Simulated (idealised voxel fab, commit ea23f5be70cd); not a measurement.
The process module that follows is named voxel released beams.
The cross-section shown here is cut; it is 260 nm wide and divided into square cells measuring 5 nm on a side.
Bands, listed from the top down, are how a cross-section gets written in this document; the cross-section itself is a grid of square cells, and a band is one or more rows of them.
Heights first: top, then bottom, in nm. Then materials, left to right, each with a width in nm. "all across" on a single material: fills the band edge to edge. "blank": empty space.
Heads up on the height convention: 0 is the point under which the incoming wafer is all one material, and the lowest band has no bottom, it just keeps going down, like "z 0 and below".
A two-number width, for instance "30..40", indicates that the width is equal to the first number in the top row of the band and to the second number in the bottom row, and that it changes by a constant amount per row of cells.
Key: "all unchanged" - step with no changed cell in the cross-section.
"Closed void catalog": sealed empty spaces, 8 cells or more, no open way to top, listed width x height at distance, with distance from the left edge and width, height and distance in nm.
On each step's line, the part that comes after the settings is the simulator's own comment on the step.
overlay nm: for a step with a mask, the amount by which the mask lay right of where it was planned; a negative amount means left of it.
### Process steps - plan
1,RECEIVE, material Si
2,CONFORMAL_DEP, material SiN, thk nm 10
3,DIRECTIONAL_DEP, material SiO2, thk nm 20
4,PATTERN, tone open, mask id ANCHOR, material resist, width nm 45, thk nm 15, overlay nm 0
5,DIRECTIONAL_ETCH, etch materials SiO2, depth nm 20
6,STRIP, etch materials resist
7,CONFORMAL_DEP, material polySi, thk nm 15
8,DIRECTIONAL_DEP, material aC, thk nm 10
9,PATTERN, tone cover, mask id BEAM, material resist, width nm 95, thk nm 25, overlay nm 0
10,DIRECTIONAL_ETCH, etch materials aC, depth nm 10
11,STRIP, etch materials resist
12,DIRECTIONAL_ETCH, etch materials polySi, depth nm 15
13,STRIP, etch materials aC
14,STRIP, etch materials SiO2
### as received, after step 1
  z 0 and below = Si all across
  Closed void catalog: none
### Here's the wafer cut in cross-section after the module, started and planned just like above, except one thing was done wrong in the run
  z 45 to 30 = blank: 80, then polySi: 15, then blank: 15, then polySi: 65, then blank: 85
  z 30 to 25 = blank: 80, then polySi: 15, then blank: 15, then polySi: 15, then blank: 135
  z 25 to 10 = blank: 80, then polySi: 45, then blank: 135
  z 10 to 0 = SiN all across
  z 0 and below = Si all across
  Closed void catalog: none
Here's what went sideways: step 4 ran with different settings than intended, the actual operation and settings being PATTERN, tone open, mask id ANCHOR, material resist, width nm 45, thk nm 15, overlay nm -5
